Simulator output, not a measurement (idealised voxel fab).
Process module under the name voxel transistor to metal
Displayed cross-section: cut, width of 170 nm, square cells sized 5 nm.
Square cells in a grid make up a cross-section in this document, and the grid is given as bands, listed from the top down, each one or more rows of cells.
In this notation a band is specified by the heights of its top and bottom, in that order and in nm, after which its materials appear from left to right, each paired with its width in nm. The word "all across" attached to a single material means that material fills the band from edge to edge; the word "blank" stands for empty space.
Heights are reckoned from 0. Under this level, the received wafer is all of one material. The bottommost band is open-ended downward, for example "0..down".
A width given as "30 to 40" starts at the first number in the band's top row and ends at the second number in its bottom row, shifting by an equal amount at every step from row to row.
Given "same as before" for a step, no cell of the cross-section differs between before and after that step.
If an empty space has no open way to the top and is at least 8 cells in size, "Sealed cavities" lists it, written width x height at distance, where distance is measured from the left edge and every value is in nm.
What comes after the settings on a step's line is commentary from the simulator itself on that step.
The optional step-line setting "overlay nm" applies to steps with a mask and quantifies how far to the right of its planned location the mask lay, a negative value indicating leftward placement.
**The steps planned for the process are as follows**
step 1: RECEIVE (material Si)
step 2: CONFORMAL_DEP (material SiO2; thk nm 5)
step 3: CONFORMAL_DEP (material SiN; thk nm 15)
step 4: MASKED_ETCH (tone cover; mask id ACTIVE; width nm 125; etch materials SiN; depth nm 15; overlay nm 0)
step 5: MASKED_ETCH (tone cover; mask id ACTIVE; width nm 125; etch materials SiO2; depth nm 5; overlay nm 0)
step 6: MASKED_ETCH (tone cover; mask id ACTIVE; width nm 125; etch materials Si; depth nm 35; overlay nm 0)
step 7: FILL_DEP (material SiO2; thk nm 10)
step 8: CMP (height nm 20)
step 9: SELECTIVE_ETCH (etch materials SiO2; depth nm 10)
step 10: STRIP (etch materials SiN)
step 11: SELECTIVE_ETCH (etch materials SiO2; depth nm 5)
step 12: OXIDIZE (depth nm 5)
step 13: DIRECTIONAL_DEP (material polySi; thk nm 20)
step 14: DIRECTIONAL_DEP (material SiCN; thk nm 10)
step 15: PATTERN (tone cover; mask id GATE; material resist; width nm 25; thk nm 20; overlay nm 0)
step 16: DIRECTIONAL_ETCH (etch materials SiCN; depth nm 20)
step 17: DIRECTIONAL_ETCH (etch materials polySi; depth nm 30)
step 18: STRIP (etch materials resist)
step 19: CONFORMAL_DEP (material SiO2; thk nm 5)
step 20: DIRECTIONAL_ETCH (etch materials SiO2; depth nm 5)
step 21: CONFORMAL_DEP (material SiN; thk nm 10)
step 22: DIRECTIONAL_ETCH (etch materials SiN; depth nm 10)
step 23: DIRECTIONAL_ETCH (etch materials SiO2; depth nm 5)
step 24: DIRECTIONAL_ETCH (etch materials Si; depth nm 10)
step 25: EPI (material pSi; thk nm 15)
step 26: FILL_DEP (material SiO2; thk nm 5)
step 27: CMP (height nm 30)
step 28: DIRECTIONAL_DEP (material SiO2; thk nm 10)
step 29: MASKED_ETCH (tone open; mask id CONTACT; width nm 35; pitch nm 70; etch materials SiO2; depth nm 30; overlay nm 0)
step 30: CONFORMAL_DEP (material TiN; thk nm 5)
step 31: FILL_DEP (material W; thk nm 5)
step 32: CMP (height nm 40)
step 33: CONFORMAL_DEP (material SiCN; thk nm 5)
step 34: DIRECTIONAL_DEP (material SiO2; thk nm 20)
step 35: DIRECTIONAL_DEP (material aC; thk nm 10)
step 36: PATTERN (tone open; mask id METAL_1; material resist; width nm 20; pitch nm 85; thk nm 25; overlay nm 0)
step 37: DIRECTIONAL_ETCH (etch materials aC; depth nm 10)
step 38: STRIP (etch materials resist)
step 39: DIRECTIONAL_ETCH (etch materials SiO2; depth nm 20)
step 40: DIRECTIONAL_ETCH (etch materials SiCN; depth nm 5)
step 41: STRIP (etch materials aC)
step 42: CONFORMAL_DEP (material TiN; thk nm 5)
step 43: FILL_DEP (material Cu; thk nm 10)
step 44: CMP (height nm 65)
step 45: CONFORMAL_DEP (material SiCN; thk nm 5)
**The first of two wafers, run as planned**
**Incoming wafer in cross-section (state: after step 1)**
    0..down  Si all across
    Sealed cavities: none
**So this is the wafer cross-section right after step 2**
    5..0  SiO2 all across
    Under 0: no change, same as before.
**So this is the wafer cross-section right after step 3**
    20..5  SiN all across
    Under 5: no change, same as before.
**So this is the wafer cross-section right after step 4**
    20..5  blank=20, then SiN=125, then blank=25
    Under 5: no change, same as before.
**So this is the wafer cross-section right after step 5**
    20..5  blank=20, then SiN=125, then blank=25
    5..0  blank=20, then SiO2=125, then blank=25
    Under 0: no change, same as before.
**So this is the wafer cross-section right after step 6**
    20..5  blank=20, then SiN=125, then blank=25
    5..0  blank=20, then SiO2=125, then blank=25
    0..-35  blank=20, then Si=125, then blank=25
    Under -35: no change, same as before.
**So this is the wafer cross-section right after step 7**
    30..20  SiO2 all across
    20..5  SiO2=20, then SiN=125, then SiO2=25
    5..0  SiO2 all across
    0..-35  SiO2=20, then Si=125, then SiO2=25
    Under -35: no change, same as before.
**So this is the wafer cross-section right after step 8**
    20..5  SiO2=20, then SiN=125, then SiO2=25
    Under 5: no change, same as before.
**So this is the wafer cross-section right after step 9**
    20..10  blank=20, then SiN=125, then blank=25
    Under 10: no change, same as before.
**So this is the wafer cross-section right after step 10**
    10..5  SiO2=20, then blank=125, then SiO2=25
    Under 5: no change, same as before.
**So this is the wafer cross-section right after step 11**
    5..0  SiO2=15, then blank=135, then SiO2=20
    Under 0: no change, same as before.
**So this is the wafer cross-section right after step 12**
    5..0  SiO2=15, then blank=135, then SiO2=20
    0..-5  SiO2 all across
    Under -5: no change, same as before.
**So this is the wafer cross-section right after step 13**
    25..20  polySi=15, then blank=135, then polySi=20
    20..5  polySi all across
    5..0  SiO2=15, then polySi=135, then SiO2=20
    Under 0: no change, same as before.
**So this is the wafer cross-section right after step 14**
    35..30  SiCN=15, then blank=135, then SiCN=20
    30..25  SiCN all across
    25..20  polySi=15, then SiCN=135, then polySi=20
    Under 20: no change, same as before.
**So this is the wafer cross-section right after step 15**
    55..35  blank=70, then resist=25, then blank=75
    35..30  SiCN=15, then blank=55, then resist=25, then blank=55, then SiCN=20
    Under 30: no change, same as before.
**So this is the wafer cross-section right after step 16**
    55..30  blank=70, then resist=25, then blank=75
    30..25  blank=70, then SiCN=25, then blank=75
    25..20  polySi=15, then blank=55, then SiCN=25, then blank=55, then polySi=20
    Under 20: no change, same as before.
**So this is the wafer cross-section right after step 17**
    55..30  blank=70, then resist=25, then blank=75
    30..20  blank=70, then SiCN=25, then blank=75
    20..5  blank=70, then polySi=25, then blank=75
    5..0  SiO2=15, then blank=55, then polySi=25, then blank=55, then SiO2=20
    Under 0: no change, same as before.
**So this is the wafer cross-section right after step 18**
    30..20  blank=70, then SiCN=25, then blank=75
    Under 20: no change, same as before.
**So this is the wafer cross-section right after step 19**
    35..30  blank=65, then SiO2=35, then blank=70
    30..20  blank=65, then SiO2=5, then SiCN=25, then SiO2=5, then blank=70
    20..10  blank=65, then SiO2=5, then polySi=25, then SiO2=5, then blank=70
    10..5  SiO2=20, then blank=45, then SiO2=5, then polySi=25, then SiO2=5, then blank=45, then SiO2=25
    5..0  SiO2=70, then polySi=25, then SiO2=75
    Under 0: no change, same as before.
**So this is the wafer cross-section right after step 20**
    30..20  blank=65, then SiO2=5, then SiCN=25, then SiO2=5, then blank=70
    20..5  blank=65, then SiO2=5, then polySi=25, then SiO2=5, then blank=70
    5..0  SiO2=20, then blank=45, then SiO2=5, then polySi=25, then SiO2=5, then blank=45, then SiO2=25
    Under 0: no change, same as before.
**So this is the wafer cross-section right after step 21**
    40..30  blank=55, then SiN=55, then blank=60
    30..20  blank=55, then SiN=10, then SiO2=5, then SiCN=25, then SiO2=5, then SiN=10, then blank=60
    20..15  blank=55, then SiN=10, then SiO2=5, then polySi=25, then SiO2=5, then SiN=10, then blank=60
    15..10  SiN=30, then blank=25, then SiN=10, then SiO2=5, then polySi=25, then SiO2=5, then SiN=10, then blank=25, then SiN=35
    10..5  SiN=65, then SiO2=5, then polySi=25, then SiO2=5, then SiN=70
    5..0  SiO2=20, then SiN=45, then SiO2=5, then polySi=25, then SiO2=5, then SiN=45, then SiO2=25
    Under 0: no change, same as before.
**So this is the wafer cross-section right after step 22**
    30..20  blank=55, then SiN=10, then SiO2=5, then SiCN=25, then SiO2=5, then SiN=10, then blank=60
    20..5  blank=55, then SiN=10, then SiO2=5, then polySi=25, then SiO2=5, then SiN=10, then blank=60
    5..0  SiO2=20, then SiN=10, then blank=25, then SiN=10, then SiO2=5, then polySi=25, then SiO2=5, then SiN=10, then blank=25, then SiN=10, then SiO2=25
    Under 0: no change, same as before.
**So this is the wafer cross-section right after step 23**
    30..25  blank=55, then SiN=10, then blank=5, then SiCN=25, then blank=5, then SiN=10, then blank=60
    25..20  blank=55, then SiN=10, then SiO2=5, then SiCN=25, then SiO2=5, then SiN=10, then blank=60
    20..5  blank=55, then SiN=10, then SiO2=5, then polySi=25, then SiO2=5, then SiN=10, then blank=60
    5..0  blank=20, then SiN=10, then blank=25, then SiN=10, then SiO2=5, then polySi=25, then SiO2=5, then SiN=10, then blank=25, then SiN=10, then blank=25
    0..-5  SiO2=30, then blank=25, then SiO2=55, then blank=25, then SiO2=35
    Under -5: no change, same as before.
**So this is the wafer cross-section right after step 24**
    30..25  blank=55, then SiN=10, then blank=5, then SiCN=25, then blank=5, then SiN=10, then blank=60
    25..20  blank=55, then SiN=10, then SiO2=5, then SiCN=25, then SiO2=5, then SiN=10, then blank=60
    20..5  blank=55, then SiN=10, then SiO2=5, then polySi=25, then SiO2=5, then SiN=10, then blank=60
    5..0  blank=20, then SiN=10, then blank=25, then SiN=10, then SiO2=5, then polySi=25, then SiO2=5, then SiN=10, then blank=25, then SiN=10, then blank=25
    0..-5  SiO2=30, then blank=25, then SiO2=55, then blank=25, then SiO2=35
    -5..-15  SiO2=20, then Si=10, then blank=25, then Si=55, then blank=25, then Si=10, then SiO2=25
    Under -15: no change, same as before.
**So this is the wafer cross-section right after step 25**
    30..25  blank=55, then SiN=10, then blank=5, then SiCN=25, then blank=5, then SiN=10, then blank=60
    25..20  blank=55, then SiN=10, then SiO2=5, then SiCN=25, then SiO2=5, then SiN=10, then blank=60
    20..10  blank=55, then SiN=10, then SiO2=5, then polySi=25, then SiO2=5, then SiN=10, then blank=60
    10..5  blank=25, then pSi=30, then SiN=10, then SiO2=5, then polySi=25, then SiO2=5, then SiN=10, then pSi=30, then blank=30
    5..0  blank=20, then SiN=10, then pSi=25, then SiN=10, then SiO2=5, then polySi=25, then SiO2=5, then SiN=10, then pSi=25, then SiN=10, then blank=25
    0..-5  SiO2=30, then pSi=25, then SiO2=55, then pSi=25, then SiO2=35
    -5..-15  SiO2=20, then Si=10, then pSi=25, then Si=55, then pSi=25, then Si=10, then SiO2=25
    Under -15: no change, same as before.
**So this is the wafer cross-section right after step 26**
    35..30  SiO2 all across
    30..20  SiO2=55, then SiN=10, then SiO2=5, then SiCN=25, then SiO2=5, then SiN=10, then SiO2=60
    20..10  SiO2=55, then SiN=10, then SiO2=5, then polySi=25, then SiO2=5, then SiN=10, then SiO2=60
    10..5  SiO2=25, then pSi=30, then SiN=10, then SiO2=5, then polySi=25, then SiO2=5, then SiN=10, then pSi=30, then SiO2=30
    5..0  SiO2=20, then SiN=10, then pSi=25, then SiN=10, then SiO2=5, then polySi=25, then SiO2=5, then SiN=10, then pSi=25, then SiN=10, then SiO2=25
    Under 0: no change, same as before.
**So this is the wafer cross-section right after step 27**
    30..20  SiO2=55, then SiN=10, then SiO2=5, then SiCN=25, then SiO2=5, then SiN=10, then SiO2=60
    Under 20: no change, same as before.
**So this is the wafer cross-section right after step 28**
    40..30  SiO2 all across
    Under 30: no change, same as before.
**So this is the wafer cross-section right after step 29**
    40..30  SiO2=30, then blank=35, then SiO2=35, then blank=35, then SiO2=35
    30..20  SiO2=30, then blank=25, then SiN=10, then SiO2=5, then SiCN=25, then SiO2=5, then SiN=10, then blank=25, then SiO2=35
    20..10  SiO2=30, then blank=25, then SiN=10, then SiO2=5, then polySi=25, then SiO2=5, then SiN=10, then blank=25, then SiO2=35
    Under 10: no change, same as before.
**So this is the wafer cross-section right after step 30**
    45..40  TiN=35, then blank=25, then TiN=45, then blank=25, then TiN=40
    40..30  SiO2=30, then TiN=5, then blank=25 to 15, then TiN=5 to 15, then SiO2=35, then TiN=5 to 15, then blank=25 to 15, then TiN=5, then SiO2=35
    30..20  SiO2=30, then TiN=5, then blank=15, then TiN=5, then SiN=10, then SiO2=5, then SiCN=25, then SiO2=5, then SiN=10, then TiN=5, then blank=15, then TiN=5, then SiO2=35
    20..15  SiO2=30, then TiN=5, then blank=15, then TiN=5, then SiN=10, then SiO2=5, then polySi=25, then SiO2=5, then SiN=10, then TiN=5, then blank=15, then TiN=5, then SiO2=35
    15..10  SiO2=30, then TiN=25, then SiN=10, then SiO2=5, then polySi=25, then SiO2=5, then SiN=10, then TiN=25, then SiO2=35
    Under 10: no change, same as before.
**So this is the wafer cross-section right after step 31**
    50..45  W all across
    45..40  TiN=35, then W=25, then TiN=45, then W=25, then TiN=40
    40..30  SiO2=30, then TiN=5, then W=25 to 15, then TiN=5 to 15, then SiO2=35, then TiN=5 to 15, then W=25 to 15, then TiN=5, then SiO2=35
    30..20  SiO2=30, then TiN=5, then W=15, then TiN=5, then SiN=10, then SiO2=5, then SiCN=25, then SiO2=5, then SiN=10, then TiN=5, then W=15, then TiN=5, then SiO2=35
    20..15  SiO2=30, then TiN=5, then W=15, then TiN=5, then SiN=10, then SiO2=5, then polySi=25, then SiO2=5, then SiN=10, then TiN=5, then W=15, then TiN=5, then SiO2=35
    Under 15: no change, same as before.
**So this is the wafer cross-section right after step 32**
    40..30  SiO2=30, then TiN=5, then W=25 to 15, then TiN=5 to 15, then SiO2=35, then TiN=5 to 15, then W=25 to 15, then TiN=5, then SiO2=35
    Under 30: no change, same as before.
**So this is the wafer cross-section right after step 33**
    45..40  SiCN all across
    Under 40: no change, same as before.
**So this is the wafer cross-section right after step 34**
    65..45  SiO2 all across
    Under 45: no change, same as before.
**So this is the wafer cross-section right after step 35**
    75..65  aC all across
    Under 65: no change, same as before.
**So this is the wafer cross-section right after step 36**
    100..75  resist=30, then blank=20, then resist=65, then blank=20, then resist=35
    Under 75: no change, same as before.
**So this is the wafer cross-section right after step 37**
    90..75  resist=30, then blank=20, then resist=65, then blank=20, then resist=35
    75..65  aC=30, then blank=20, then aC=65, then blank=20, then aC=35
    Under 65: no change, same as before.
**So this is the wafer cross-section right after step 38**
    75..65  aC=30, then blank=20, then aC=65, then blank=20, then aC=35
    Under 65: no change, same as before.
**So this is the wafer cross-section right after step 39**
    75..65  aC=30, then blank=20, then aC=65, then blank=20, then aC=35
    65..45  SiO2=30, then blank=20, then SiO2=65, then blank=20, then SiO2=35
    Under 45: no change, same as before.
**So this is the wafer cross-section right after step 40**
    75..65  aC=30, then blank=20, then aC=65, then blank=20, then aC=35
    65..45  SiO2=30, then blank=20, then SiO2=65, then blank=20, then SiO2=35
    45..40  SiCN=30, then blank=20, then SiCN=65, then blank=20, then SiCN=35
    Under 40: no change, same as before.
**So this is the wafer cross-section right after step 41**
    65..45  SiO2=30, then blank=20, then SiO2=65, then blank=20, then SiO2=35
    Under 45: no change, same as before.
**So this is the wafer cross-section right after step 42**
    70..65  TiN=35, then blank=10, then TiN=75, then blank=10, then TiN=40
    65..45  SiO2=30, then TiN=5, then blank=10, then TiN=5, then SiO2=65, then TiN=5, then blank=10, then TiN=5, then SiO2=35
    45..40  SiCN=30, then TiN=20, then SiCN=65, then TiN=20, then SiCN=35
    Under 40: no change, same as before.
**So this is the wafer cross-section right after step 43**
    80..70  Cu all across
    70..65  TiN=35, then Cu=10, then TiN=75, then Cu=10, then TiN=40
    65..45  SiO2=30, then TiN=5, then Cu=10, then TiN=5, then SiO2=65, then TiN=5, then Cu=10, then TiN=5, then SiO2=35
    Under 45: no change, same as before.
**So this is the wafer cross-section right after step 44**
    65..45  SiO2=30, then TiN=5, then Cu=10, then TiN=5, then SiO2=65, then TiN=5, then Cu=10, then TiN=5, then SiO2=35
    Under 45: no change, same as before.
**So this is the wafer cross-section right after step 45**
    70..65  SiCN all across
    Under 65: no change, same as before.
**Second of two: same start, same plan, one run error; steps up to and including 32 match the first**
**Cross-section: second wafer, time at which step 33 was scheduled to end**
    60..40  SiO2 all across
    Under 40: no change, same as before.
**Cross-section: second wafer, time at which step 34 was scheduled to end**
    65..60  SiCN all across
    Under 60: no change, same as before.
**Cross-section: second wafer, time at which step 35 was scheduled to end**
    75..65  aC all across
    Under 65: no change, same as before.
**Cross-section: second wafer, time at which step 36 was scheduled to end**
    100..75  resist=30, then blank=20, then resist=65, then blank=20, then resist=35
    Under 75: no change, same as before.
**Cross-section: second wafer, time at which step 37 was scheduled to end**
    90..75  resist=30, then blank=20, then resist=65, then blank=20, then resist=35
    75..65  aC=30, then blank=20, then aC=65, then blank=20, then aC=35
    Under 65: no change, same as before.
**Cross-section: second wafer, time at which step 38 was scheduled to end**
    75..65  aC=30, then blank=20, then aC=65, then blank=20, then aC=35
    Under 65: no change, same as before.
Cross-section: second wafer, time at which step 39 was scheduled to end: same as before
**Cross-section: second wafer, time at which step 40 was scheduled to end**
    75..65  aC=30, then blank=20, then aC=65, then blank=20, then aC=35
    65..60  SiCN=30, then blank=20, then SiCN=65, then blank=20, then SiCN=35
    Under 60: no change, same as before.
**Cross-section: second wafer, time at which step 41 was scheduled to end**
    65..60  SiCN=30, then blank=20, then SiCN=65, then blank=20, then SiCN=35
    Under 60: no change, same as before.
**Cross-section: second wafer, time at which step 42 was scheduled to end**
    70..65  TiN=35, then blank=10, then TiN=75, then blank=10, then TiN=40
    65..60  SiCN=30, then TiN=20, then SiCN=65, then TiN=20, then SiCN=35
    Under 60: no change, same as before.
**Cross-section: second wafer, time at which step 43 was scheduled to end**
    80..70  Cu all across
    70..65  TiN=35, then Cu=10, then TiN=75, then Cu=10, then TiN=40
    Under 65: no change, same as before.
**Cross-section: second wafer, time at which step 44 was scheduled to end**
    65..60  SiCN=30, then TiN=20, then SiCN=65, then TiN=20, then SiCN=35
    Under 60: no change, same as before.
**Cross-section: second wafer, time at which step 45 was scheduled to end**
    70..65  SiCN all across
    Under 65: no change, same as before.
Nonconformance to the process plan: contrary to the plan, steps 33 and 34 were processed in exchanged order
Heads up, by the end the second wafer has more or fewer cells of some materials compared to the first: -16 Cu; +32 SiO2; -16 TiN
